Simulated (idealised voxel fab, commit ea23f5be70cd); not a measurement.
This section sets out a process module, namely voxel transistor to metal.
It is cross-section cut that appears here, measuring 180 nm in width, its square cells being 5 nm in size.
Cross-section format: a grid of square cells, given as bands from top to bottom; each band is one or more rows of cells.
First you get the band's top height and its bottom height, in nm, and then the materials it's made of, left to right, with each width in nm. If you see a single material with "throughout", that one covers the band edge to edge. "empty" is empty space.
Height datum 0, below which the as-received substrate wafer is one material. Lowest band open at the bottom, running downward: "0 and below".
Note: "30->40" means the width goes from the first number (top row of the band) to the second number (bottom row) in equal steps per row of cells.
What does "no alteration" mean for a step? It means no cell of the cross-section changed in that step.
"Entrapped voids" contains a list of empty spaces, each no smaller than 8 cells and without an open way to the top, written in the form width x height at distance with the distance from the left edge and all three in nm.
Anything after a step's settings on that line? It's the simulator's own note about the step.
overlay nm: right-of-plan distance of the mask on a masked step; negative values mean left-of-plan.
Intended process steps
1,RECEIVE,material Si
2,OXIDIZE,depth nm 5
3,CONFORMAL_DEP,material SiN,thk nm 10
4,PATTERN,tone cover,mask id ACTIVE,material resist,width nm 95,thk nm 15,overlay nm -15
5,DIRECTIONAL_ETCH,etch materials SiN,depth nm 10
6,DIRECTIONAL_ETCH,etch materials SiO2,depth nm 5
7,DIRECTIONAL_ETCH,etch materials Si,depth nm 25
8,STRIP,etch materials resist
9,OXIDIZE,depth nm 5
10,FILL_DEP,material SiO2,thk nm 15
11,CMP,height nm 10
12,SELECTIVE_ETCH,etch materials SiO2,depth nm 5
13,STRIP,etch materials SiN
14,SELECTIVE_ETCH,etch materials SiO2,depth nm 5
15,OXIDIZE,depth nm 5
16,DIRECTIONAL_DEP,material polySi,thk nm 20
17,DIRECTIONAL_DEP,material SiCN,thk nm 10
18,MASKED_ETCH,tone cover,mask id GATE,width nm 15,etch materials SiCN,depth nm 20,overlay nm 0
19,MASKED_ETCH,tone cover,mask id GATE,width nm 15,etch materials polySi,depth nm 30,overlay nm 0
20,CONFORMAL_DEP,material SiO2,thk nm 5
21,DIRECTIONAL_ETCH,etch materials SiO2,depth nm 5
22,CONFORMAL_DEP,material SiN,thk nm 10
23,DIRECTIONAL_ETCH,etch materials SiN,depth nm 10
24,DIRECTIONAL_ETCH,etch materials SiO2,depth nm 5
25,DIRECTIONAL_ETCH,etch materials Si,depth nm 15
26,EPI,material nSi,thk nm 20
27,FILL_DEP,material SiO2,thk nm 5
28,CMP,height nm 25
29,DIRECTIONAL_DEP,material SiO2,thk nm 10
30,PATTERN,tone open,mask id CONTACT,material resist,width nm 25,pitch nm 50,thk nm 15,overlay nm 0
31,DIRECTIONAL_ETCH,etch materials SiO2,depth nm 25
32,STRIP,etch materials resist
33,CONFORMAL_DEP,material TiN,thk nm 5
34,FILL_DEP,material Ru,thk nm 5
35,CMP,height nm 35
36,CONFORMAL_DEP,material SiN,thk nm 5
37,DIRECTIONAL_DEP,material lowk,thk nm 20
38,PATTERN,tone open,mask id METAL_1,material resist,width nm 15,pitch nm 60,thk nm 20,overlay nm 0
39,DIRECTIONAL_ETCH,etch materials lowk,depth nm 20
40,DIRECTIONAL_ETCH,etch materials SiN,depth nm 5
41,STRIP,etch materials resist
42,CONFORMAL_DEP,material TiN,thk nm 5
43,FILL_DEP,material W,thk nm 5
44,CMP,height nm 60
45,CONFORMAL_DEP,material SiCN,thk nm 5
Keep in mind the plan's value for the overlay nm of step 4 comes from the first wafer; the wafers don't share that setting, but they do share the same starting point.
First of several wafers, received after step 1, in cross-section
* 0 and below | Si throughout
* Entrapped voids: none
The following table contains a row per wafer, in which are reported, at the conclusion of the module, the cells of each material gained (+) or lost (-) since the wafer's receipt, with its closed voids given thereafter
overlay nm -15, +12 Ru, -185 Si, +42 SiCN, +58 SiN, +307 SiO2, +48 TiN, +8 W, +120 lowk, +46 nSi, +12 polySi, Entrapped voids: none
overlay nm -10, +12 Ru, -185 Si, +42 SiCN, +58 SiN, +303 SiO2, +48 TiN, +8 W, +120 lowk, +50 nSi, +12 polySi, Entrapped voids: none
overlay nm -5, +12 Ru, -185 Si, +42 SiCN, +58 SiN, +303 SiO2, +48 TiN, +8 W, +120 lowk, +50 nSi, +12 polySi, Entrapped voids: none
overlay nm 0, +12 Ru, -185 Si, +42 SiCN, +58 SiN, +303 SiO2, +48 TiN, +8 W, +120 lowk, +50 nSi, +12 polySi, Entrapped voids: none
overlay nm 5, +12 Ru, -185 Si, +42 SiCN, +58 SiN, +303 SiO2, +48 TiN, +8 W, +120 lowk, +50 nSi, +12 polySi, Entrapped voids: none
overlay nm 10, +12 Ru, -185 Si, +42 SiCN, +58 SiN, +303 SiO2, +48 TiN, +8 W, +120 lowk, +50 nSi, +12 polySi, Entrapped voids: none
overlay nm 15, +12 Ru, -185 Si, +42 SiCN, +58 SiN, +307 SiO2, +48 TiN, +8 W, +120 lowk, +46 nSi, +12 polySi, Entrapped voids: none
